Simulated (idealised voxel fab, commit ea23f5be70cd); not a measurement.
process module | voxel quadruple lines
cross-section cut | 185 nm wide | cells 5 nm
A cross-section is a grid of square cells, given in bands from the top down. A band is one or more rows of cells.
Each band's line starts with the height of the band's top and of its bottom, in nm. Then come its materials from left to right, each with its width in nm. One material with "throughout" fills the band from edge to edge. "air" is empty space.
Height 0 is the level under which the wafer as received is all one material. The lowest band goes on downwards, as in "0 down".
A width such as "30 to 40" changes by the same amount from each row of cells to the next, from the band's top row to its bottom row.
"no change" after a step means that no cell of the cross-section changed.
closed voids: empty space of 8 cells or more with no open way to the top, each as width x height at its distance from the left edge, in nm
after a step's settings: what the simulator itself notes on the step
overlay nm, on a step with a mask: how far to the right of its planned place the mask lay; to the left if negative
Each pair below shows a cross-section before one step and the cross-section after it, down to the lowest band that changed. The line under each pair gives the step between them, with its settings. The pairs can come from different runs of this module on the same starting wafer, so a pair continues from the pair above only where its "before" says so.
before
  0 down: Si throughout
  closed voids: none
after
  10 to 0: SiO2 throughout
  below 0: unchanged
  closed voids: none
the step between: op CONFORMAL_DEP | material SiO2 | thk nm 10
before: the cross-section after the pair above
after
  20 to 10: W throughout
  below 10: unchanged
  closed voids: none
the step between: op DIRECTIONAL_DEP | material W | thk nm 10
before: the cross-section after the pair above
after
  40 to 20: polySi throughout
  below 20: unchanged
  closed voids: none
the step between: op DIRECTIONAL_DEP | material polySi | thk nm 20
before: the cross-section after the pair above
after
  60 to 40: aC throughout
  below 40: unchanged
  closed voids: none
the step between: op DIRECTIONAL_DEP | material aC | thk nm 20
before: the cross-section after the pair above
after
  90 to 60: air 75 | resist 35 | air 75
  below 60: unchanged
  closed voids: none
the step between: op PATTERN | tone cover | mask id MANDREL | material resist | width nm 35 | thk nm 30 | overlay nm 0
before: the cross-section after the pair above
after
  70 to 60: air 75 | resist 35 | air 75
  60 to 40: air 75 | aC 35 | air 75
  below 40: unchanged
  closed voids: none
the step between: op DIRECTIONAL_ETCH | etch materials aC | depth nm 20
before: the cross-section after the pair above
after
  60 to 40: air 75 | aC 35 | air 75
  below 40: unchanged
  closed voids: none
the step between: op STRIP | etch materials resist
before: the cross-section after the pair above
after
  75 to 60: air 60 | SiO2 65 | air 60
  60 to 55: air 60 | SiO2 15 | aC 35 | SiO2 15 | air 60
  55 to 40: SiO2 75 | aC 35 | SiO2 75
  below 40: unchanged
  closed voids: none
the step between: op CONFORMAL_DEP | material SiO2 | thk nm 15
before: the cross-section after the pair above
after
  60 to 40: air 60 | SiO2 15 | aC 35 | SiO2 15 | air 60
  below 40: unchanged
  closed voids: none
the step between: op DIRECTIONAL_ETCH | etch materials SiO2 | depth nm 15
before: the cross-section after the pair above
after
  60 to 40: air 60 | SiO2 15 | air 35 | SiO2 15 | air 60
  below 40: unchanged
  closed voids: none
the step between: op STRIP | etch materials aC
before: the cross-section after the pair above
after
  60 to 40: air 60 | SiO2 15 | air 35 | SiO2 15 | air 60
  40 to 20: air 60 | polySi 15 | air 35 | polySi 15 | air 60
  below 20: unchanged
  closed voids: none
the step between: op DIRECTIONAL_ETCH | etch materials polySi | depth nm 20
before: the cross-section after the pair above
after
  40 to 20: air 60 | polySi 15 | air 35 | polySi 15 | air 60
  below 20: unchanged
  closed voids: none
the step between: op STRIP | etch materials SiO2
before: the cross-section after the pair above
after
  50 to 40: air 50 | SiCN 35 | air 15 | SiCN 35 | air 50
  40 to 30: air 50 | SiCN 10 | polySi 15 | SiCN 10 | air 15 | SiCN 10 | polySi 15 | SiCN 10 | air 50
  30 to 20: SiCN 60 | polySi 15 | SiCN 35 | polySi 15 | SiCN 60
  below 20: unchanged
  closed voids: none
the step between: op CONFORMAL_DEP | material SiCN | thk nm 10
before: the cross-section after the pair above
after
  40 to 20: air 50 | SiCN 10 | polySi 15 | SiCN 10 | air 15 | SiCN 10 | polySi 15 | SiCN 10 | air 50
  below 20: unchanged
  closed voids: none
the step between: op DIRECTIONAL_ETCH | etch materials SiCN | depth nm 10
before: the cross-section after the pair above
after
  40 to 20: air 50 | SiCN 10 | air 15 | SiCN 10 | air 15 | SiCN 10 | air 15 | SiCN 10 | air 50
  below 20: unchanged
  closed voids: none
the step between: op STRIP | etch materials polySi
before: the cross-section after the pair above
after
  40 to 20: air 50 | SiCN 10 | air 15 | SiCN 10 | air 15 | SiCN 10 | air 15 | SiCN 10 | air 50
  20 to 10: air 50 | W 10 | air 15 | W 10 | air 15 | W 10 | air 15 | W 10 | air 50
  below 10: unchanged
  closed voids: none
the step between: op DIRECTIONAL_ETCH | etch materials W | depth nm 10
before: the cross-section after the pair above
after
  20 to 10: air 50 | W 10 | air 15 | W 10 | air 15 | W 10 | air 15 | W 10 | air 50
  below 10: unchanged
  closed voids: none
the step between: op STRIP | etch materials SiCN
before: the cross-section after the pair above
after
  30 to 20: SiO2 throughout
  20 to 10: SiO2 50 | W 10 | SiO2 15 | W 10 | SiO2 15 | W 10 | SiO2 15 | W 10 | SiO2 50
  below 10: unchanged
  closed voids: none
the step between: op FILL_DEP | material SiO2 | thk nm 10
before: the cross-section after the pair above
after
  20 to 10: SiO2 50 | W 10 | SiO2 15 | W 10 | SiO2 15 | W 10 | SiO2 15 | W 10 | SiO2 50
  below 10: unchanged
  closed voids: none
the step between: op CMP | height nm 20
before
  0 down: Si throughout
  closed voids: none
after
  10 to 0: W throughout
  below 0: unchanged
  closed voids: none
the step between: op DIRECTIONAL_DEP | material W | thk nm 10
before: the cross-section after the pair above
after
  30 to 10: polySi throughout
  below 10: unchanged
  closed voids: none
the step between: op DIRECTIONAL_DEP | material polySi | thk nm 20
before: the cross-section after the pair above
after
  50 to 30: aC throughout
  below 30: unchanged
  closed voids: none
the step between: op DIRECTIONAL_DEP | material aC | thk nm 20
before: the cross-section after the pair above
after
  80 to 50: air 75 | resist 35 | air 75
  below 50: unchanged
  closed voids: none
the step between: op PATTERN | tone cover | mask id MANDREL | material resist | width nm 35 | thk nm 30 | overlay nm 0
before: the cross-section after the pair above
after
  60 to 50: air 75 | resist 35 | air 75
  50 to 30: air 75 | aC 35 | air 75
  below 30: unchanged
  closed voids: none
the step between: op DIRECTIONAL_ETCH | etch materials aC | depth nm 20
before: the cross-section after the pair above
after
  50 to 30: air 75 | aC 35 | air 75
  below 30: unchanged
  closed voids: none
the step between: op STRIP | etch materials resist
before: the cross-section after the pair above
after
  65 to 50: air 60 | SiO2 65 | air 60
  50 to 45: air 60 | SiO2 15 | aC 35 | SiO2 15 | air 60
  45 to 30: SiO2 75 | aC 35 | SiO2 75
  below 30: unchanged
  closed voids: none
the step between: op CONFORMAL_DEP | material SiO2 | thk nm 15
before: the cross-section after the pair above
after
  50 to 30: air 60 | SiO2 15 | aC 35 | SiO2 15 | air 60
  below 30: unchanged
  closed voids: none
the step between: op DIRECTIONAL_ETCH | etch materials SiO2 | depth nm 15
before: the cross-section after the pair above
after
  50 to 30: air 60 | SiO2 15 | air 35 | SiO2 15 | air 60
  below 30: unchanged
  closed voids: none
the step between: op STRIP | etch materials aC
before: the cross-section after the pair above
after
  50 to 30: air 60 | SiO2 15 | air 35 | SiO2 15 | air 60
  30 to 10: air 60 | polySi 15 | air 35 | polySi 15 | air 60
  below 10: unchanged
  closed voids: none
the step between: op DIRECTIONAL_ETCH | etch materials polySi | depth nm 20
before: the cross-section after the pair above
after
  30 to 10: air 60 | polySi 15 | air 35 | polySi 15 | air 60
  below 10: unchanged
  closed voids: none
the step between: op STRIP | etch materials SiO2
before: the cross-section after the pair above
after
  40 to 30: air 50 | SiCN 35 | air 15 | SiCN 35 | air 50
  30 to 20: air 50 | SiCN 10 | polySi 15 | SiCN 10 | air 15 | SiCN 10 | polySi 15 | SiCN 10 | air 50
  20 to 10: SiCN 60 | polySi 15 | SiCN 35 | polySi 15 | SiCN 60
  below 10: unchanged
  closed voids: none
the step between: op CONFORMAL_DEP | material SiCN | thk nm 10
before: the cross-section after the pair above
after
  30 to 10: air 50 | SiCN 10 | polySi 15 | SiCN 10 | air 15 | SiCN 10 | polySi 15 | SiCN 10 | air 50
  below 10: unchanged
  closed voids: none
the step between: op DIRECTIONAL_ETCH | etch materials SiCN | depth nm 10
before: the cross-section after the pair above
after
  30 to 10: air 50 | SiCN 10 | air 15 | SiCN 10 | air 15 | SiCN 10 | air 15 | SiCN 10 | air 50
  below 10: unchanged
  closed voids: none
the step between: op STRIP | etch materials polySi
before: the cross-section after the pair above
after
  30 to 10: air 50 | SiCN 10 | air 15 | SiCN 10 | air 15 | SiCN 10 | air 15 | SiCN 10 | air 50
  10 to 0: air 50 | W 10 | air 15 | W 10 | air 15 | W 10 | air 15 | W 10 | air 50
  below 0: unchanged
  closed voids: none
the step between: op DIRECTIONAL_ETCH | etch materials W | depth nm 10
before: the cross-section after the pair above
after
  10 to 0: air 50 | W 10 | air 15 | W 10 | air 15 | W 10 | air 15 | W 10 | air 50
  below 0: unchanged
  closed voids: none
the step between: op STRIP | etch materials SiCN
before: the cross-section after the pair above
after
  20 to 10: SiO2 throughout
  10 to 0: SiO2 50 | W 10 | SiO2 15 | W 10 | SiO2 15 | W 10 | SiO2 15 | W 10 | SiO2 50
  below 0: unchanged
  closed voids: none
the step between: op FILL_DEP | material SiO2 | thk nm 10
before
  10 to 0: SiO2 throughout
  0 down: Si throughout
  closed voids: none
after
  30 to 10: polySi throughout
  below 10: unchanged
  closed voids: none
the step between: op DIRECTIONAL_DEP | material polySi | thk nm 20
before: the cross-section after the pair above
after
  40 to 30: W throughout
  below 30: unchanged
  closed voids: none
the step between: op DIRECTIONAL_DEP | material W | thk nm 10
before: the cross-section after the pair above
after
  60 to 40: aC throughout
  below 40: unchanged
  closed voids: none
the step between: op DIRECTIONAL_DEP | material aC | thk nm 20
before: the cross-section after the pair above
after
  90 to 60: air 75 | resist 35 | air 75
  below 60: unchanged
  closed voids: none
the step between: op PATTERN | tone cover | mask id MANDREL | material resist | width nm 35 | thk nm 30 | overlay nm 0
before: the cross-section after the pair above
after
  70 to 60: air 75 | resist 35 | air 75
  60 to 40: air 75 | aC 35 | air 75
  below 40: unchanged
  closed voids: none
the step between: op DIRECTIONAL_ETCH | etch materials aC | depth nm 20
before: the cross-section after the pair above
after
  60 to 40: air 75 | aC 35 | air 75
  below 40: unchanged
  closed voids: none
the step between: op STRIP | etch materials resist
before: the cross-section after the pair above
after
  75 to 60: air 60 | SiO2 65 | air 60
  60 to 55: air 60 | SiO2 15 | aC 35 | SiO2 15 | air 60
  55 to 40: SiO2 75 | aC 35 | SiO2 75
  below 40: unchanged
  closed voids: none
the step between: op CONFORMAL_DEP | material SiO2 | thk nm 15
before: the cross-section after the pair above
after
  60 to 40: air 60 | SiO2 15 | aC 35 | SiO2 15 | air 60
  below 40: unchanged
  closed voids: none
the step between: op DIRECTIONAL_ETCH | etch materials SiO2 | depth nm 15
before: the cross-section after the pair above
after
  60 to 40: air 60 | SiO2 15 | air 35 | SiO2 15 | air 60
  below 40: unchanged
  closed voids: none
the step between: op STRIP | etch materials aC
before: the cross-section after the pair above
after
  40 to 30: W throughout
  below 30: unchanged
  closed voids: none
the step between: op STRIP | etch materials SiO2
before: the cross-section after the pair above
after
  50 to 40: SiCN throughout
  below 40: unchanged
  closed voids: none
the step between: op CONFORMAL_DEP | material SiCN | thk nm 10
before: the cross-section after the pair above
after
  40 to 30: W throughout
  below 30: unchanged
  closed voids: none
the step between: op DIRECTIONAL_ETCH | etch materials SiCN | depth nm 10
before: the cross-section after the pair above
after
  30 to 10: polySi throughout
  below 10: unchanged
  closed voids: none
the step between: op DIRECTIONAL_ETCH | etch materials W | depth nm 10
before: the cross-section after the pair above
after
  40 to 30: SiO2 throughout
  below 30: unchanged
  closed voids: none
the step between: op FILL_DEP | material SiO2 | thk nm 10
before: the cross-section after the pair above
after
  20 to 10: polySi throughout
  below 10: unchanged
  closed voids: none
the step between: op CMP | height nm 20
before
  60 to 40: air 75 | aC 35 | air 75
  40 to 20: polySi throughout
  20 to 10: W throughout
  10 to 0: SiO2 throughout
  0 down: Si throughout
  closed voids: none
after
  65 to 60: air 70 | SiO2 45 | air 70
  60 to 45: air 70 | SiO2 5 | aC 35 | SiO2 5 | air 70
  45 to 40: SiO2 75 | aC 35 | SiO2 75
  below 40: unchanged
  closed voids: none
the step between: op CONFORMAL_DEP | material SiO2 | thk nm 5
before: the cross-section after the pair above
after
  60 to 50: air 75 | aC 35 | air 75
  50 to 40: air 70 | SiO2 5 | aC 35 | SiO2 5 | air 70
  below 40: unchanged
  closed voids: none
the step between: op DIRECTIONAL_ETCH | etch materials SiO2 | depth nm 15
before: the cross-section after the pair above
after
  50 to 40: air 70 | SiO2 5 | air 35 | SiO2 5 | air 70
  below 40: unchanged
  closed voids: none
the step between: op STRIP | etch materials aC
before: the cross-section after the pair above
after
  50 to 40: air 70 | SiO2 5 | air 35 | SiO2 5 | air 70
  40 to 20: air 70 | polySi 5 | air 35 | polySi 5 | air 70
  below 20: unchanged
  closed voids: none
the step between: op DIRECTIONAL_ETCH | etch materials polySi | depth nm 20
before: the cross-section after the pair above
after
  40 to 20: air 70 | polySi 5 | air 35 | polySi 5 | air 70
  below 20: unchanged
  closed voids: none
the step between: op STRIP | etch materials SiO2
before: the cross-section after the pair above
after
  50 to 40: air 60 | SiCN 25 | air 15 | SiCN 25 | air 60
  40 to 30: air 60 | SiCN 10 | polySi 5 | SiCN 10 | air 15 | SiCN 10 | polySi 5 | SiCN 10 | air 60
  30 to 20: SiCN 70 | polySi 5 | SiCN 35 | polySi 5 | SiCN 70
  below 20: unchanged
  closed voids: none
the step between: op CONFORMAL_DEP | material SiCN | thk nm 10
before: the cross-section after the pair above
after
  40 to 20: air 60 | SiCN 10 | polySi 5 | SiCN 10 | air 15 | SiCN 10 | polySi 5 | SiCN 10 | air 60
  below 20: unchanged
  closed voids: none
the step between: op DIRECTIONAL_ETCH | etch materials SiCN | depth nm 10
before: the cross-section after the pair above
after
  40 to 20: air 60 | SiCN 10 | air 5 | SiCN 10 | air 15 | SiCN 10 | air 5 | SiCN 10 | air 60
  below 20: unchanged
  closed voids: none
the step between: op STRIP | etch materials polySi
before: the cross-section after the pair above
after
  40 to 20: air 60 | SiCN 10 | air 5 | SiCN 10 | air 15 | SiCN 10 | air 5 | SiCN 10 | air 60
  20 to 10: air 60 | W 10 | air 5 | W 10 | air 15 | W 10 | air 5 | W 10 | air 60
  below 10: unchanged
  closed voids: none
the step between: op DIRECTIONAL_ETCH | etch materials W | depth nm 10
before: the cross-section after the pair above
after
  20 to 10: air 60 | W 10 | air 5 | W 10 | air 15 | W 10 | air 5 | W 10 | air 60
  below 10: unchanged
  closed voids: none
the step between: op STRIP | etch materials SiCN
before: the cross-section after the pair above
after
  30 to 20: SiO2 throughout
  20 to 10: SiO2 60 | W 10 | SiO2 5 | W 10 | SiO2 15 | W 10 | SiO2 5 | W 10 | SiO2 60
  below 10: unchanged
  closed voids: none
the step between: op FILL_DEP | material SiO2 | thk nm 10
before: the cross-section after the pair above
after
  20 to 10: SiO2 60 | W 10 | SiO2 5 | W 10 | SiO2 15 | W 10 | SiO2 5 | W 10 | SiO2 60
  below 10: unchanged
  closed voids: none
the step between: op CMP | height nm 20
before
  60 to 40: aC throughout
  40 to 20: polySi throughout
  20 to 10: W throughout
  10 to 0: SiO2 throughout
  0 down: Si throughout
  closed voids: none
after
  90 to 60: air 80 | resist 25 | air 80
  below 60: unchanged
  closed voids: none
the step between: op PATTERN | tone cover | mask id MANDREL | material resist | width nm 25 | thk nm 30 | overlay nm 0
before: the cross-section after the pair above
after
  70 to 60: air 80 | resist 25 | air 80
  60 to 40: air 80 | aC 25 | air 80
  below 40: unchanged
  closed voids: none
the step between: op DIRECTIONAL_ETCH | etch materials aC | depth nm 20
before: the cross-section after the pair above
after
  60 to 40: air 80 | aC 25 | air 80
  below 40: unchanged
  closed voids: none
the step between: op STRIP | etch materials resist
before: the cross-section after the pair above
after
  75 to 60: air 65 | SiO2 55 | air 65
  60 to 55: air 65 | SiO2 15 | aC 25 | SiO2 15 | air 65
  55 to 40: SiO2 80 | aC 25 | SiO2 80
  below 40: unchanged
  closed voids: none
the step between: op CONFORMAL_DEP | material SiO2 | thk nm 15
before: the cross-section after the pair above
after
  60 to 40: air 65 | SiO2 15 | aC 25 | SiO2 15 | air 65
  below 40: unchanged
  closed voids: none
the step between: op DIRECTIONAL_ETCH | etch materials SiO2 | depth nm 15
before: the cross-section after the pair above
after
  60 to 40: air 65 | SiO2 15 | air 25 | SiO2 15 | air 65
  below 40: unchanged
  closed voids: none
the step between: op STRIP | etch materials aC
before: the cross-section after the pair above
after
  60 to 40: air 65 | SiO2 15 | air 25 | SiO2 15 | air 65
  40 to 20: air 65 | polySi 15 | air 25 | polySi 15 | air 65
  below 20: unchanged
  closed voids: none
the step between: op DIRECTIONAL_ETCH | etch materials polySi | depth nm 20
before: the cross-section after the pair above
after
  40 to 20: air 65 | polySi 15 | air 25 | polySi 15 | air 65
  below 20: unchanged
  closed voids: none
the step between: op STRIP | etch materials SiO2
before: the cross-section after the pair above
after
  50 to 40: air 55 | SiCN 35 | air 5 | SiCN 35 | air 55
  40 to 30: air 55 | SiCN 10 | polySi 15 | SiCN 10 | air 5 | SiCN 10 | polySi 15 | SiCN 10 | air 55
  30 to 20: SiCN 65 | polySi 15 | SiCN 25 | polySi 15 | SiCN 65
  below 20: unchanged
  closed voids: none
the step between: op CONFORMAL_DEP | material SiCN | thk nm 10
before: the cross-section after the pair above
after
  40 to 20: air 55 | SiCN 10 | polySi 15 | SiCN 10 | air 5 | SiCN 10 | polySi 15 | SiCN 10 | air 55
  below 20: unchanged
  closed voids: none
the step between: op DIRECTIONAL_ETCH | etch materials SiCN | depth nm 10
before: the cross-section after the pair above
after
  40 to 20: air 55 | SiCN 10 | air 15 | SiCN 10 | air 5 | SiCN 10 | air 15 | SiCN 10 | air 55
  below 20: unchanged
  closed voids: none
the step between: op STRIP | etch materials polySi
before: the cross-section after the pair above
after
  40 to 20: air 55 | SiCN 10 | air 15 | SiCN 10 | air 5 | SiCN 10 | air 15 | SiCN 10 | air 55
  20 to 10: air 55 | W 10 | air 15 | W 10 | air 5 | W 10 | air 15 | W 10 | air 55
  below 10: unchanged
  closed voids: none
the step between: op DIRECTIONAL_ETCH | etch materials W | depth nm 10
before: the cross-section after the pair above
after
  20 to 10: air 55 | W 10 | air 15 | W 10 | air 5 | W 10 | air 15 | W 10 | air 55
  below 10: unchanged
  closed voids: none
the step between: op STRIP | etch materials SiCN
before: the cross-section after the pair above
after
  30 to 20: SiO2 throughout
  20 to 10: SiO2 55 | W 10 | SiO2 15 | W 10 | SiO2 5 | W 10 | SiO2 15 | W 10 | SiO2 55
  below 10: unchanged
  closed voids: none
the step between: op FILL_DEP | material SiO2 | thk nm 10
before: the cross-section after the pair above
after
  20 to 10: SiO2 55 | W 10 | SiO2 15 | W 10 | SiO2 5 | W 10 | SiO2 15 | W 10 | SiO2 55
  below 10: unchanged
  closed voids: none
the step between: op CMP | height nm 20
before
  60 to 40: aC throughout
  40 to 20: polySi throughout
  20 to 10: W throughout
  10 to 0: SiO2 throughout
  0 down: Si throughout
  closed voids: none
after
  90 to 60: air 85 | resist 35 | air 65
  below 60: unchanged
  closed voids: none
the step between: op PATTERN | tone cover | mask id MANDREL | material resist | width nm 35 | thk nm 30 | overlay nm 10
before: the cross-section after the pair above
after
  70 to 60: air 85 | resist 35 | air 65
  60 to 40: air 85 | aC 35 | air 65
  below 40: unchanged
  closed voids: none
the step between: op DIRECTIONAL_ETCH | etch materials aC | depth nm 20
before: the cross-section after the pair above
after
  60 to 40: air 85 | aC 35 | air 65
  below 40: unchanged
  closed voids: none
the step between: op STRIP | etch materials resist
before: the cross-section after the pair above
after
  75 to 60: air 70 | SiO2 65 | air 50
  60 to 55: air 70 | SiO2 15 | aC 35 | SiO2 15 | air 50
  55 to 40: SiO2 85 | aC 35 | SiO2 65
  below 40: unchanged
  closed voids: none
the step between: op CONFORMAL_DEP | material SiO2 | thk nm 15
before: the cross-section after the pair above
after
  60 to 40: air 70 | SiO2 15 | aC 35 | SiO2 15 | air 50
  below 40: unchanged
  closed voids: none
the step between: op DIRECTIONAL_ETCH | etch materials SiO2 | depth nm 15
before: the cross-section after the pair above
after
  60 to 40: air 70 | SiO2 15 | air 35 | SiO2 15 | air 50
  below 40: unchanged
  closed voids: none
the step between: op STRIP | etch materials aC
before: the cross-section after the pair above
after
  60 to 40: air 70 | SiO2 15 | air 35 | SiO2 15 | air 50
  40 to 20: air 70 | polySi 15 | air 35 | polySi 15 | air 50
  below 20: unchanged
  closed voids: none
the step between: op DIRECTIONAL_ETCH | etch materials polySi | depth nm 20
before: the cross-section after the pair above
after
  40 to 20: air 70 | polySi 15 | air 35 | polySi 15 | air 50
  below 20: unchanged
  closed voids: none
the step between: op STRIP | etch materials SiO2
before: the cross-section after the pair above
after
  50 to 40: air 60 | SiCN 35 | air 15 | SiCN 35 | air 40
  40 to 30: air 60 | SiCN 10 | polySi 15 | SiCN 10 | air 15 | SiCN 10 | polySi 15 | SiCN 10 | air 40
  30 to 20: SiCN 70 | polySi 15 | SiCN 35 | polySi 15 | SiCN 50
  below 20: unchanged
  closed voids: none
the step between: op CONFORMAL_DEP | material SiCN | thk nm 10
before: the cross-section after the pair above
after
  40 to 20: air 60 | SiCN 10 | polySi 15 | SiCN 10 | air 15 | SiCN 10 | polySi 15 | SiCN 10 | air 40
  below 20: unchanged
  closed voids: none
the step between: op DIRECTIONAL_ETCH | etch materials SiCN | depth nm 10
before: the cross-section after the pair above
after
  40 to 20: air 60 | SiCN 10 | air 15 | SiCN 10 | air 15 | SiCN 10 | air 15 | SiCN 10 | air 40
  below 20: unchanged
  closed voids: none
the step between: op STRIP | etch materials polySi
before: the cross-section after the pair above
after
  40 to 20: air 60 | SiCN 10 | air 15 | SiCN 10 | air 15 | SiCN 10 | air 15 | SiCN 10 | air 40
  20 to 10: air 60 | W 10 | air 15 | W 10 | air 15 | W 10 | air 15 | W 10 | air 40
  below 10: unchanged
  closed voids: none
the step between: op DIRECTIONAL_ETCH | etch materials W | depth nm 10
before: the cross-section after the pair above
after
  20 to 10: air 60 | W 10 | air 15 | W 10 | air 15 | W 10 | air 15 | W 10 | air 40
  below 10: unchanged
  closed voids: none
the step between: op STRIP | etch materials SiCN
before: the cross-section after the pair above
after
  30 to 20: SiO2 throughout
  20 to 10: SiO2 60 | W 10 | SiO2 15 | W 10 | SiO2 15 | W 10 | SiO2 15 | W 10 | SiO2 40
  below 10: unchanged
  closed voids: none
the step between: op FILL_DEP | material SiO2 | thk nm 10
before: the cross-section after the pair above
after
  20 to 10: SiO2 60 | W 10 | SiO2 15 | W 10 | SiO2 15 | W 10 | SiO2 15 | W 10 | SiO2 40
  below 10: unchanged
  closed voids: none
the step between: op CMP | height nm 20
before
  60 to 40: air 60 | SiO2 15 | aC 35 | SiO2 15 | air 60
  40 to 20: polySi throughout
  20 to 10: W throughout
  10 to 0: SiO2 throughout
  0 down: Si throughout
  closed voids: none
after
  60 to 40: air 75 | aC 35 | air 75
  below 40: unchanged
  closed voids: none
the step between: op STRIP | etch materials SiO2
before: the cross-section after the pair above
after
  60 to 40: air 75 | aC 35 | air 75
  40 to 20: air 75 | polySi 35 | air 75
  below 20: unchanged
  closed voids: none
the step between: op DIRECTIONAL_ETCH | etch materials polySi | depth nm 20
before: the cross-section after the pair above
after
  70 to 60: air 65 | SiCN 55 | air 65
  60 to 40: air 65 | SiCN 10 | aC 35 | SiCN 10 | air 65
  40 to 30: air 65 | SiCN 10 | polySi 35 | SiCN 10 | air 65
  30 to 20: SiCN 75 | polySi 35 | SiCN 75
  below 20: unchanged
  closed voids: none
the step between: op CONFORMAL_DEP | material SiCN | thk nm 10
before: the cross-section after the pair above
after
  60 to 40: air 65 | SiCN 10 | aC 35 | SiCN 10 | air 65
  40 to 20: air 65 | SiCN 10 | polySi 35 | SiCN 10 | air 65
  below 20: unchanged
  closed voids: none
the step between: op DIRECTIONAL_ETCH | etch materials SiCN | depth nm 10
before: the cross-section after the pair above
after
  60 to 40: air 65 | SiCN 10 | aC 35 | SiCN 10 | air 65
  40 to 20: air 65 | SiCN 10 | polySi 35 | SiCN 10 | air 65
  20 to 10: air 65 | W 55 | air 65
  below 10: unchanged
  closed voids: none
the step between: op DIRECTIONAL_ETCH | etch materials W | depth nm 10
before: the cross-section after the pair above
after
  60 to 40: air 75 | aC 35 | air 75
  40 to 20: air 75 | polySi 35 | air 75
  below 20: unchanged
  closed voids: none
the step between: op STRIP | etch materials SiCN
before: the cross-section after the pair above
after
  70 to 60: SiO2 throughout
  60 to 40: SiO2 75 | aC 35 | SiO2 75
  40 to 20: SiO2 75 | polySi 35 | SiO2 75
  20 to 10: SiO2 65 | W 55 | SiO2 65
  below 10: unchanged
  closed voids: none
the step between: op FILL_DEP | material SiO2 | thk nm 10
before: the cross-section after the pair above
after
  20 to 10: SiO2 65 | W 55 | SiO2 65
  below 10: unchanged
  closed voids: none
the step between: op CMP | height nm 20
before
  60 to 40: aC throughout
  40 to 20: polySi throughout
  20 to 10: W throughout
  10 to 0: SiO2 throughout
  0 down: Si throughout
  closed voids: none
after
  90 to 60: resist 75 | air 35 | resist 75
  below 60: unchanged
  closed voids: none
the step between: op PATTERN | tone open | mask id MANDREL | material resist | width nm 35 | thk nm 30 | overlay nm 0
before: the cross-section after the pair above
after
  70 to 60: resist 75 | air 35 | resist 75
  60 to 40: aC 75 | air 35 | aC 75
  below 40: unchanged
  closed voids: none
the step between: op DIRECTIONAL_ETCH | etch materials aC | depth nm 20
before: the cross-section after the pair above
after
  60 to 40: aC 75 | air 35 | aC 75
  below 40: unchanged
  closed voids: none
the step between: op STRIP | etch materials resist
before: the cross-section after the pair above
after
  75 to 60: SiO2 90 | air 5 | SiO2 90
  60 to 55: aC 75 | SiO2 15 | air 5 | SiO2 15 | aC 75
  55 to 40: aC 75 | SiO2 35 | aC 75
  below 40: unchanged
  closed voids: none
the step between: op CONFORMAL_DEP | material SiO2 | thk nm 15
before: the cross-section after the pair above
after
  60 to 40: aC 75 | SiO2 15 | air 5 | SiO2 15 | aC 75
  below 40: unchanged
  closed voids: none
the step between: op DIRECTIONAL_ETCH | etch materials SiO2 | depth nm 15
before: the cross-section after the pair above
after
  60 to 40: air 75 | SiO2 15 | air 5 | SiO2 15 | air 75
  below 40: unchanged
  closed voids: none
the step between: op STRIP | etch materials aC
before: the cross-section after the pair above
after
  60 to 40: air 75 | SiO2 15 | air 5 | SiO2 15 | air 75
  40 to 20: air 75 | polySi 15 | air 5 | polySi 15 | air 75
  below 20: unchanged
  closed voids: none
the step between: op DIRECTIONAL_ETCH | etch materials polySi | depth nm 20
before: the cross-section after the pair above
after
  40 to 20: air 75 | polySi 15 | air 5 | polySi 15 | air 75
  below 20: unchanged
  closed voids: none
the step between: op STRIP | etch materials SiO2
before: the cross-section after the pair above
after
  50 to 40: air 65 | SiCN 55 | air 65
  40 to 30: air 65 | SiCN 10 | polySi 15 | SiCN 5 | polySi 15 | SiCN 10 | air 65
  30 to 20: SiCN 75 | polySi 15 | SiCN 5 | polySi 15 | SiCN 75
  below 20: unchanged
  closed voids: none
the step between: op CONFORMAL_DEP | material SiCN | thk nm 10
before: the cross-section after the pair above
after
  40 to 20: air 65 | SiCN 10 | polySi 15 | SiCN 5 | polySi 15 | SiCN 10 | air 65
  below 20: unchanged
  closed voids: none
the step between: op DIRECTIONAL_ETCH | etch materials SiCN | depth nm 10
before: the cross-section after the pair above
after
  40 to 20: air 65 | SiCN 10 | air 15 | SiCN 5 | air 15 | SiCN 10 | air 65
  below 20: unchanged
  closed voids: none
the step between: op STRIP | etch materials polySi
before: the cross-section after the pair above
after
  40 to 20: air 65 | SiCN 10 | air 15 | SiCN 5 | air 15 | SiCN 10 | air 65
  20 to 10: air 65 | W 10 | air 15 | W 5 | air 15 | W 10 | air 65
  below 10: unchanged
  closed voids: none
the step between: op DIRECTIONAL_ETCH | etch materials W | depth nm 10
before: the cross-section after the pair above
after
  20 to 10: air 65 | W 10 | air 15 | W 5 | air 15 | W 10 | air 65
  below 10: unchanged
  closed voids: none
the step between: op STRIP | etch materials SiCN
before: the cross-section after the pair above
after
  30 to 20: SiO2 throughout
  20 to 10: SiO2 65 | W 10 | SiO2 15 | W 5 | SiO2 15 | W 10 | SiO2 65
  below 10: unchanged
  closed voids: none
the step between: op FILL_DEP | material SiO2 | thk nm 10
before: the cross-section after the pair above
after
  20 to 10: SiO2 65 | W 10 | SiO2 15 | W 5 | SiO2 15 | W 10 | SiO2 65
  below 10: unchanged
  closed voids: none
the step between: op CMP | height nm 20
